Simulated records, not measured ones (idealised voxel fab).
Process module under the name voxel air gaps
Xsec cut, 290 nm wide, square cell size 5 nm.
We lay out every cross-section as a grid of square cells and spell it out in bands from the top down, where one band means one or more rows of cells.
Quick guide to a band line: top height, bottom height (nm) up front; then every material left to right with its width in nm. Only one material and it's marked "full width"? Then it fills the band edge to edge. And "air" just means empty space.
Height reference: 0 = level under which incoming wafer is all one material. Lowest band: no bottom, runs on downward, e.g. "0 nm and below".
So if you see something like "30..40" for the width, read it as the top row of the band sitting at the first number and the bottom row at the second, with every row in between moving by the same amount as the last.
When a step is marked "remained the same", none of the cells in the cross-section changed during that step.
The label "Voids, enclosed" introduces a list of the empty spaces, 8 cells or larger, that have no open way up to the top; each entry in it reads width x height at distance, where the distance is taken from the left edge and all three are stated in nm.
The remark found on a step's line after its settings is issued by the simulator itself and pertains to that step.
On any step carrying a mask, the "overlay nm" setting, if present on the step's line, tells how far right of its planned place the mask lay; negative values point to the left.

[Here's what the planned process steps look like]
1: op RECEIVE | material Si
2: op CONFORMAL_DEP | material SiO2 | thk nm 15
3: op CONFORMAL_DEP | material SiCN | thk nm 5
4: op DIRECTIONAL_DEP | material SiO2 | thk nm 40
5: op DIRECTIONAL_DEP | material aC | thk nm 15
6: op PATTERN | tone open | mask id LINES | material resist | width nm 20 | pitch nm 45 | thk nm 30 | overlay nm 0
7: op DIRECTIONAL_ETCH | etch materials aC | depth nm 15
8: op STRIP | etch materials resist
9: op DIRECTIONAL_ETCH | etch materials SiO2 | depth nm 40
10: op STRIP | etch materials aC
11: op CONFORMAL_DEP | material TiN | thk nm 5
12: op FILL_DEP | material W | thk nm 5
13: op CMP | height nm 60
14: op EPI | material Ru | thk nm 10
15: op SELECTIVE_ETCH | etch materials SiO2 | depth nm 50
16: op CONFORMAL_DEP | material SiCN | thk nm 5

[As received (post step 1): cross-section]
> 0 nm and below = Si full width
> Voids, enclosed: none

[Cross-sectional view of the first of the two wafers upon completion of the module, processed in accordance with the plan]
> 75 nm to 70 nm = air 50 nm, SiCN 185 nm, air 55 nm
> 70 nm to 60 nm = air 50 nm, SiCN 5 nm, Ru 40 nm, SiCN 5 nm, Ru 40 nm, SiCN 5 nm, Ru 40 nm, SiCN 5 nm, Ru 40 nm, SiCN 5 nm, air 55 nm
> 60 nm to 55 nm = air 50 nm, SiCN 15 nm, TiN 5 nm, W 10 nm, TiN 5 nm, SiCN 25 nm, TiN 5 nm, W 10 nm, TiN 5 nm, SiCN 25 nm, TiN 5 nm, W 10 nm, TiN 5 nm, SiCN 25 nm, TiN 5 nm, W 10 nm, TiN 5 nm, SiCN 15 nm, air 55 nm
> 55 nm to 25 nm = air 60 nm, SiCN 5 nm, TiN 5 nm, W 10 nm, TiN 5 nm, SiCN 5 nm, air 15 nm, SiCN 5 nm, TiN 5 nm, W 10 nm, TiN 5 nm, SiCN 5 nm, air 15 nm, SiCN 5 nm, TiN 5 nm, W 10 nm, TiN 5 nm, SiCN 5 nm, air 15 nm, SiCN 5 nm, TiN 5 nm, W 10 nm, TiN 5 nm, SiCN 5 nm, air 65 nm
> 25 nm to 20 nm = SiCN 65 nm, TiN 20 nm, SiCN 25 nm, TiN 20 nm, SiCN 25 nm, TiN 20 nm, SiCN 25 nm, TiN 20 nm, SiCN 70 nm
> 20 nm to 15 nm = SiCN full width
> 15 nm to 0 nm = SiO2 full width
> 0 nm and below = Si full width
> Voids, enclosed: 15 x 30 at 90; 15 x 30 at 135; 15 x 30 at 180

[Cross-sectional image of the second wafer of the two following completion of the module. Starting state and process plan were the same as for the first wafer; one execution error occurred]
> 75 nm to 70 nm = air 55 nm, SiCN 180 nm, air 55 nm
> 70 nm to 60 nm = air 55 nm, SiCN 5 nm, Ru 35 nm, SiCN 10 nm, Ru 35 nm, SiCN 10 nm, Ru 35 nm, SiCN 10 nm, Ru 35 nm, SiCN 5 nm, air 55 nm
> 60 nm to 55 nm = air 55 nm, SiCN 15 nm, TiN 5 nm, W 5 nm, TiN 5 nm, SiCN 30 nm, TiN 5 nm, W 5 nm, TiN 5 nm, SiCN 30 nm, TiN 5 nm, W 5 nm, TiN 5 nm, SiCN 30 nm, TiN 5 nm, W 5 nm, TiN 5 nm, SiCN 15 nm, air 55 nm
> 55 nm to 25 nm = air 65 nm, SiCN 5 nm, TiN 5 nm, W 5 nm, TiN 5 nm, SiCN 5 nm, air 20 nm, SiCN 5 nm, TiN 5 nm, W 5 nm, TiN 5 nm, SiCN 5 nm, air 20 nm, SiCN 5 nm, TiN 5 nm, W 5 nm, TiN 5 nm, SiCN 5 nm, air 20 nm, SiCN 5 nm, TiN 5 nm, W 5 nm, TiN 5 nm, SiCN 5 nm, air 65 nm
> 25 nm to 20 nm = SiCN 70 nm, TiN 15 nm, SiCN 30 nm, TiN 15 nm, SiCN 30 nm, TiN 15 nm, SiCN 30 nm, TiN 15 nm, SiCN 70 nm
> 20 nm to 15 nm = SiCN full width
> 15 nm to 0 nm = SiO2 full width
> 0 nm and below = Si full width
> Voids, enclosed: 20 x 30 at 90; 20 x 30 at 135; 20 x 30 at 180
What was done differently from what was planned? planned and actual differ for step 6; actual: op PATTERN | tone open | mask id LINES | material resist | width nm 15 | pitch nm 45 | thk nm 30 | overlay nm 0
Heads up, by the end the second wafer has more or fewer cells of some materials compared to the first: -8 Ru; +12 SiCN; -4 TiN; -28 W
